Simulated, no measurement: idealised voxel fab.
The document below concerns the process module designated voxel transistor to metal.
Pictured: cross-section cut, 170 nm wide, on a grid of 5 nm square cells.
When this document writes out a cross-section, it uses a grid of square cells and lists it as bands, beginning at the top and moving down, with a band standing for one or more rows of cells.
Band entry format. Leading values: height of top, height of bottom, nm. Remainder: materials in left-to-right order, each with its width in nm. Special words: "everywhere" on a single material, which then fills the band edge to edge; "blank", empty space.
Basically, 0 is our baseline, since under it the wafer straight out of the box is all one material. The bottom band has no lower end and keeps on going down, so it looks like "z 0 and below".
When a width is written as two numbers, as in "30->40", the first number is the width in the top row of cells of the band and the second is the width in its bottom row, and the width changes by the same amount from each row to the next.
Reading "nothing changed" for a step: not a cell of the cross-section changed in it.
The entry titled "Trapped void list" provides the empty spaces that have no open way to the top, restricted to those of 8 cells or more. Each is presented as width x height at distance, the distance being measured from the left edge, with all three in nm.
That trailing text on a step's line, after the settings, is the simulator's own remark on the step.
overlay nm: right-of-plan distance of the mask on a masked step; negative values mean left-of-plan.
## Set out below are the planned steps of the process
1 RECEIVE | material Si
2 OXIDIZE | depth nm 5
3 CONFORMAL_DEP | material SiN | thk nm 10
4 DIRECTIONAL_DEP | material aC | thk nm 10
5 PATTERN | tone cover | mask id ACTIVE | material resist | width nm 105 | thk nm 25 | overlay nm 0
6 DIRECTIONAL_ETCH | etch materials aC | depth nm 10
7 STRIP | etch materials resist
8 DIRECTIONAL_ETCH | etch materials SiN | depth nm 10
9 DIRECTIONAL_ETCH | etch materials SiO2 | depth nm 5
10 DIRECTIONAL_ETCH | etch materials Si | depth nm 20
11 STRIP | etch materials aC
12 FILL_DEP | material SiO2 | thk nm 10
13 CMP | height nm 10
14 SELECTIVE_ETCH | etch materials SiO2 | depth nm 10
15 STRIP | etch materials SiN
16 SELECTIVE_ETCH | etch materials SiO2 | depth nm 5
17 OXIDIZE | depth nm 5
18 DIRECTIONAL_DEP | material polySi | thk nm 25
19 DIRECTIONAL_DEP | material SiCN | thk nm 10
20 MASKED_ETCH | tone cover | mask id GATE | width nm 15 | etch materials SiCN | depth nm 20 | overlay nm 0
21 MASKED_ETCH | tone cover | mask id GATE | width nm 15 | etch materials polySi | depth nm 35 | overlay nm 0
22 CONFORMAL_DEP | material SiN | thk nm 10
23 DIRECTIONAL_ETCH | etch materials SiN | depth nm 10
24 DIRECTIONAL_ETCH | etch materials SiO2 | depth nm 5
25 DIRECTIONAL_ETCH | etch materials Si | depth nm 10
26 EPI | material pSi | thk nm 10
27 FILL_DEP | material SiO2 | thk nm 5
28 CMP | height nm 30
29 DIRECTIONAL_DEP | material SiO2 | thk nm 10
30 MASKED_ETCH | tone open | mask id CONTACT | width nm 30 | pitch nm 55 | etch materials SiO2 | depth nm 50 | overlay nm 0
31 CONFORMAL_DEP | material TiN | thk nm 5
32 FILL_DEP | material Ru | thk nm 5
33 CMP | height nm 40
34 DIRECTIONAL_DEP | material TiN | thk nm 5
35 DIRECTIONAL_DEP | material W | thk nm 15
36 MASKED_ETCH | tone cover | mask id METAL_1 | width nm 20 | pitch nm 65 | etch materials W | depth nm 15 | overlay nm 0
37 MASKED_ETCH | tone cover | mask id METAL_1 | width nm 20 | pitch nm 65 | etch materials TiN | depth nm 5 | overlay nm 0
38 FILL_DEP | material SiO2 | thk nm 10
39 CMP | height nm 60
40 CONFORMAL_DEP | material SiCN | thk nm 5
## First of two wafers: run as planned
## As-received state of the wafer in cross-section, equivalent to post-step 1
    z 0 and below | Si everywhere
    Trapped void list: none
## Step 2 complete: cross-section through the wafer
    z 0 to -5 | SiO2 everywhere
    Whatever lies below -5 is exactly as it was before.
## Step 3 complete: cross-section through the wafer
    z 10 to 0 | SiN everywhere
    Whatever lies below 0 is exactly as it was before.
## Step 4 complete: cross-section through the wafer
    z 20 to 10 | aC everywhere
    Whatever lies below 10 is exactly as it was before.
## Step 5 complete: cross-section through the wafer
    z 45 to 20 | blank=30; resist=105; blank=35
    Whatever lies below 20 is exactly as it was before.
## Step 6 complete: cross-section through the wafer
    z 35 to 20 | blank=30; resist=105; blank=35
    z 20 to 10 | blank=30; aC=105; blank=35
    Whatever lies below 10 is exactly as it was before.
## Step 7 complete: cross-section through the wafer
    z 20 to 10 | blank=30; aC=105; blank=35
    Whatever lies below 10 is exactly as it was before.
## Step 8 complete: cross-section through the wafer
    z 20 to 10 | blank=30; aC=105; blank=35
    z 10 to 0 | blank=30; SiN=105; blank=35
    Whatever lies below 0 is exactly as it was before.
## Step 9 complete: cross-section through the wafer
    z 20 to 10 | blank=30; aC=105; blank=35
    z 10 to 0 | blank=30; SiN=105; blank=35
    z 0 to -5 | blank=30; SiO2=105; blank=35
    Whatever lies below -5 is exactly as it was before.
## Step 10 complete: cross-section through the wafer
    z 20 to 10 | blank=30; aC=105; blank=35
    z 10 to 0 | blank=30; SiN=105; blank=35
    z 0 to -5 | blank=30; SiO2=105; blank=35
    z -5 to -25 | blank=30; Si=105; blank=35
    Whatever lies below -25 is exactly as it was before.
## Step 11 complete: cross-section through the wafer
    z 10 to 0 | blank=30; SiN=105; blank=35
    Whatever lies below 0 is exactly as it was before.
## Step 12 complete: cross-section through the wafer
    z 20 to 10 | SiO2 everywhere
    z 10 to 0 | SiO2=30; SiN=105; SiO2=35
    z 0 to -5 | SiO2 everywhere
    z -5 to -25 | SiO2=30; Si=105; SiO2=35
    Whatever lies below -25 is exactly as it was before.
## Step 13 complete: cross-section through the wafer
    z 10 to 0 | SiO2=30; SiN=105; SiO2=35
    Whatever lies below 0 is exactly as it was before.
## Step 14 complete: cross-section through the wafer
    z 10 to 0 | blank=30; SiN=105; blank=35
    Whatever lies below 0 is exactly as it was before.
## Step 15 complete: cross-section through the wafer
    z 0 to -5 | SiO2 everywhere
    Whatever lies below -5 is exactly as it was before.
## Step 16 complete: cross-section through the wafer
    z -5 to -25 | SiO2=30; Si=105; SiO2=35
    Whatever lies below -25 is exactly as it was before.
## Step 17 complete: cross-section through the wafer
    z -5 to -10 | SiO2 everywhere
    Whatever lies below -10 is exactly as it was before.
## Step 18 complete: cross-section through the wafer
    z 20 to -5 | polySi everywhere
    Whatever lies below -5 is exactly as it was before.
## Step 19 complete: cross-section through the wafer
    z 30 to 20 | SiCN everywhere
    Whatever lies below 20 is exactly as it was before.
## Step 20 complete: cross-section through the wafer
    z 30 to 20 | blank=75; SiCN=15; blank=80
    Whatever lies below 20 is exactly as it was before.
## Step 21 complete: cross-section through the wafer
    z 30 to 20 | blank=75; SiCN=15; blank=80
    z 20 to -5 | blank=75; polySi=15; blank=80
    Whatever lies below -5 is exactly as it was before.
## Step 22 complete: cross-section through the wafer
    z 40 to 30 | blank=65; SiN=35; blank=70
    z 30 to 20 | blank=65; SiN=10; SiCN=15; SiN=10; blank=70
    z 20 to 5 | blank=65; SiN=10; polySi=15; SiN=10; blank=70
    z 5 to -5 | SiN=75; polySi=15; SiN=80
    Whatever lies below -5 is exactly as it was before.
## Step 23 complete: cross-section through the wafer
    z 30 to 20 | blank=65; SiN=10; SiCN=15; SiN=10; blank=70
    z 20 to -5 | blank=65; SiN=10; polySi=15; SiN=10; blank=70
    Whatever lies below -5 is exactly as it was before.
## Step 24 complete: cross-section through the wafer
    z 30 to 20 | blank=65; SiN=10; SiCN=15; SiN=10; blank=70
    z 20 to -5 | blank=65; SiN=10; polySi=15; SiN=10; blank=70
    z -5 to -10 | blank=65; SiO2=35; blank=70
    Whatever lies below -10 is exactly as it was before.
## Step 25 complete: cross-section through the wafer
    z 30 to 20 | blank=65; SiN=10; SiCN=15; SiN=10; blank=70
    z 20 to -5 | blank=65; SiN=10; polySi=15; SiN=10; blank=70
    z -5 to -10 | blank=65; SiO2=35; blank=70
    z -10 to -20 | SiO2=30; blank=35; Si=35; blank=35; SiO2=35
    Whatever lies below -20 is exactly as it was before.
## Step 26 complete: cross-section through the wafer
    z 30 to 20 | blank=65; SiN=10; SiCN=15; SiN=10; blank=70
    z 20 to 0 | blank=65; SiN=10; polySi=15; SiN=10; blank=70
    z 0 to -5 | blank=55; pSi=10; SiN=10; polySi=15; SiN=10; pSi=10; blank=60
    z -5 to -10 | blank=55; pSi=10; SiO2=35; pSi=10; blank=60
    z -10 to -20 | SiO2=30; pSi=35; Si=35; pSi=35; SiO2=35
    Whatever lies below -20 is exactly as it was before.
## Step 27 complete: cross-section through the wafer
    z 35 to 30 | SiO2 everywhere
    z 30 to 20 | SiO2=65; SiN=10; SiCN=15; SiN=10; SiO2=70
    z 20 to 0 | SiO2=65; SiN=10; polySi=15; SiN=10; SiO2=70
    z 0 to -5 | SiO2=55; pSi=10; SiN=10; polySi=15; SiN=10; pSi=10; SiO2=60
    z -5 to -10 | SiO2=55; pSi=10; SiO2=35; pSi=10; SiO2=60
    Whatever lies below -10 is exactly as it was before.
## Step 28 complete: cross-section through the wafer
    z 30 to 20 | SiO2=65; SiN=10; SiCN=15; SiN=10; SiO2=70
    Whatever lies below 20 is exactly as it was before.
## Step 29 complete: cross-section through the wafer
    z 40 to 30 | SiO2 everywhere
    Whatever lies below 30 is exactly as it was before.
## Step 30 complete: cross-section through the wafer
    z 40 to 30 | SiO2=40; blank=30; SiO2=25; blank=30; SiO2=45
    z 30 to 20 | SiO2=40; blank=25; SiN=10; SiCN=15; SiN=10; blank=25; SiO2=45
    z 20 to 0 | SiO2=40; blank=25; SiN=10; polySi=15; SiN=10; blank=25; SiO2=45
    z 0 to -5 | SiO2=40; blank=15; pSi=10; SiN=10; polySi=15; SiN=10; pSi=10; blank=15; SiO2=45
    z -5 to -10 | SiO2=40; blank=15; pSi=10; SiO2=35; pSi=10; blank=15; SiO2=45
    Whatever lies below -10 is exactly as it was before.
## Step 31 complete: cross-section through the wafer
    z 45 to 40 | TiN=45; blank=20; TiN=35; blank=20; TiN=50
    z 40 to 30 | SiO2=40; TiN=5; blank=20->15; TiN=5->10; SiO2=25; TiN=5->10; blank=20->15; TiN=5; SiO2=45
    z 30 to 20 | SiO2=40; TiN=5; blank=15; TiN=5; SiN=10; SiCN=15; SiN=10; TiN=5; blank=15; TiN=5; SiO2=45
    z 20 to 5 | SiO2=40; TiN=5; blank=15; TiN=5; SiN=10; polySi=15; SiN=10; TiN=5; blank=15; TiN=5; SiO2=45
    z 5 to 0 | SiO2=40; TiN=5; blank=5; TiN=15; SiN=10; polySi=15; SiN=10; TiN=15; blank=5; TiN=5; SiO2=45
    z 0 to -5 | SiO2=40; TiN=5; blank=5; TiN=5; pSi=10; SiN=10; polySi=15; SiN=10; pSi=10; TiN=5; blank=5; TiN=5; SiO2=45
    z -5 to -10 | SiO2=40; TiN=15; pSi=10; SiO2=35; pSi=10; TiN=15; SiO2=45
    Whatever lies below -10 is exactly as it was before.
## Step 32 complete: cross-section through the wafer
    z 50 to 45 | Ru everywhere
    z 45 to 40 | TiN=45; Ru=20; TiN=35; Ru=20; TiN=50
    z 40 to 30 | SiO2=40; TiN=5; Ru=20->15; TiN=5->10; SiO2=25; TiN=5->10; Ru=20->15; TiN=5; SiO2=45
    z 30 to 20 | SiO2=40; TiN=5; Ru=15; TiN=5; SiN=10; SiCN=15; SiN=10; TiN=5; Ru=15; TiN=5; SiO2=45
    z 20 to 5 | SiO2=40; TiN=5; Ru=15; TiN=5; SiN=10; polySi=15; SiN=10; TiN=5; Ru=15; TiN=5; SiO2=45
    z 5 to 0 | SiO2=40; TiN=5; Ru=5; TiN=15; SiN=10; polySi=15; SiN=10; TiN=15; Ru=5; TiN=5; SiO2=45
    z 0 to -5 | SiO2=40; TiN=5; Ru=5; TiN=5; pSi=10; SiN=10; polySi=15; SiN=10; pSi=10; TiN=5; Ru=5; TiN=5; SiO2=45
    Whatever lies below -5 is exactly as it was before.
## Step 33 complete: cross-section through the wafer
    z 40 to 30 | SiO2=40; TiN=5; Ru=20->15; TiN=5->10; SiO2=25; TiN=5->10; Ru=20->15; TiN=5; SiO2=45
    Whatever lies below 30 is exactly as it was before.
## Step 34 complete: cross-section through the wafer
    z 45 to 40 | TiN everywhere
    Whatever lies below 40 is exactly as it was before.
## Step 35 complete: cross-section through the wafer
    z 60 to 45 | W everywhere
    Whatever lies below 45 is exactly as it was before.
## Step 36 complete: cross-section through the wafer
    z 60 to 45 | blank=40; W=20; blank=45; W=20; blank=45
    Whatever lies below 45 is exactly as it was before.
## Step 37 complete: cross-section through the wafer
    z 60 to 45 | blank=40; W=20; blank=45; W=20; blank=45
    z 45 to 40 | blank=40; TiN=20; blank=45; TiN=20; blank=45
    Whatever lies below 40 is exactly as it was before.
## Step 38 complete: cross-section through the wafer
    z 70 to 60 | SiO2 everywhere
    z 60 to 45 | SiO2=40; W=20; SiO2=45; W=20; SiO2=45
    z 45 to 40 | SiO2=40; TiN=20; SiO2=45; TiN=20; SiO2=45
    Whatever lies below 40 is exactly as it was before.
## Step 39 complete: cross-section through the wafer
    z 60 to 45 | SiO2=40; W=20; SiO2=45; W=20; SiO2=45
    Whatever lies below 45 is exactly as it was before.
## Step 40 complete: cross-section through the wafer
    z 65 to 60 | SiCN everywhere
    Whatever lies below 60 is exactly as it was before.
## The second wafer: identical to the first at the outset and in its planned sequence, differing only in that one mistake was made during processing; up to and including step 28, its path is the first wafer's path
## The second wafer in cross-section, at the planned close of step 29
    z 30 to 20 | SiO2=40; blank=25; SiN=10; SiCN=15; SiN=10; blank=25; SiO2=45
    z 20 to 0 | SiO2=40; blank=25; SiN=10; polySi=15; SiN=10; blank=25; SiO2=45
    z 0 to -5 | SiO2=40; blank=15; pSi=10; SiN=10; polySi=15; SiN=10; pSi=10; blank=15; SiO2=45
    z -5 to -10 | SiO2=40; blank=15; pSi=10; SiO2=35; pSi=10; blank=15; SiO2=45
    Whatever lies below -10 is exactly as it was before.
## The second wafer in cross-section, at the planned close of step 30
    z 40 to 30 | SiO2=40; blank=25; SiO2=35; blank=25; SiO2=45
    z 30 to 20 | SiO2=40; blank=25; SiN=10; SiCN=15; SiN=10; blank=25; SiO2=45
    z 20 to 10 | SiO2=40; blank=25; SiN=10; polySi=15; SiN=10; blank=25; SiO2=45
    z 10 to 0 | SiO2=40; blank=15; SiO2=10; SiN=10; polySi=15; SiN=10; SiO2=10; blank=15; SiO2=45
    z 0 to -5 | SiO2=55; pSi=10; SiN=10; polySi=15; SiN=10; pSi=10; SiO2=60
    z -5 to -10 | SiO2=55; pSi=10; SiO2=35; pSi=10; SiO2=60
    Whatever lies below -10 is exactly as it was before.
## The second wafer in cross-section, at the planned close of step 31
    z 45 to 40 | TiN=45; blank=15; TiN=45; blank=15; TiN=50
    z 40 to 30 | SiO2=40; TiN=5; blank=15; TiN=5; SiO2=35; TiN=5; blank=15; TiN=5; SiO2=45
    z 30 to 20 | SiO2=40; TiN=5; blank=15; TiN=5; SiN=10; SiCN=15; SiN=10; TiN=5; blank=15; TiN=5; SiO2=45
    z 20 to 10 | SiO2=40; TiN=5; blank=15->5; TiN=5->15; SiN=10; polySi=15; SiN=10; TiN=5->15; blank=15->5; TiN=5; SiO2=45
    z 10 to 5 | SiO2=40; TiN=5; blank=5; TiN=5; SiO2=10; SiN=10; polySi=15; SiN=10; SiO2=10; TiN=5; blank=5; TiN=5; SiO2=45
    z 5 to 0 | SiO2=40; TiN=15; SiO2=10; SiN=10; polySi=15; SiN=10; SiO2=10; TiN=15; SiO2=45
    Whatever lies below 0 is exactly as it was before.
## The second wafer in cross-section, at the planned close of step 32
    z 50 to 45 | Ru everywhere
    z 45 to 40 | TiN=45; Ru=15; TiN=45; Ru=15; TiN=50
    z 40 to 30 | SiO2=40; TiN=5; Ru=15; TiN=5; SiO2=35; TiN=5; Ru=15; TiN=5; SiO2=45
    z 30 to 20 | SiO2=40; TiN=5; Ru=15; TiN=5; SiN=10; SiCN=15; SiN=10; TiN=5; Ru=15; TiN=5; SiO2=45
    z 20 to 10 | SiO2=40; TiN=5; Ru=15->5; TiN=5->15; SiN=10; polySi=15; SiN=10; TiN=5->15; Ru=15->5; TiN=5; SiO2=45
    z 10 to 5 | SiO2=40; TiN=5; Ru=5; TiN=5; SiO2=10; SiN=10; polySi=15; SiN=10; SiO2=10; TiN=5; Ru=5; TiN=5; SiO2=45
    Whatever lies below 5 is exactly as it was before.
## The second wafer in cross-section, at the planned close of step 33
    z 40 to 30 | SiO2=40; TiN=5; Ru=15; TiN=5; SiO2=35; TiN=5; Ru=15; TiN=5; SiO2=45
    Whatever lies below 30 is exactly as it was before.
## The second wafer in cross-section, at the planned close of step 34
    z 45 to 40 | TiN everywhere
    Whatever lies below 40 is exactly as it was before.
## The second wafer in cross-section, at the planned close of step 35
    z 60 to 45 | W everywhere
    Whatever lies below 45 is exactly as it was before.
## The second wafer in cross-section, at the planned close of step 36
    z 60 to 45 | blank=40; W=20; blank=45; W=20; blank=45
    Whatever lies below 45 is exactly as it was before.
## The second wafer in cross-section, at the planned close of step 37
    z 60 to 45 | blank=40; W=20; blank=45; W=20; blank=45
    z 45 to 40 | blank=40; TiN=20; blank=45; TiN=20; blank=45
    Whatever lies below 40 is exactly as it was before.
## The second wafer in cross-section, at the planned close of step 38
    z 70 to 60 | SiO2 everywhere
    z 60 to 45 | SiO2=40; W=20; SiO2=45; W=20; SiO2=45
    z 45 to 40 | SiO2=40; TiN=20; SiO2=45; TiN=20; SiO2=45
    Whatever lies below 40 is exactly as it was before.
## The second wafer in cross-section, at the planned close of step 39
    z 60 to 45 | SiO2=40; W=20; SiO2=45; W=20; SiO2=45
    Whatever lies below 45 is exactly as it was before.
## The second wafer in cross-section, at the planned close of step 40
    z 65 to 60 | SiCN everywhere
    Whatever lies below 60 is exactly as it was before.
Plan not followed: a sequencing error occurred in which plan steps 29 and 30 were transposed
Final difference in cells, second wafer against first, listed per material as more or fewer: 14 fewer of Ru | 24 more of SiO2 | 10 fewer of TiN
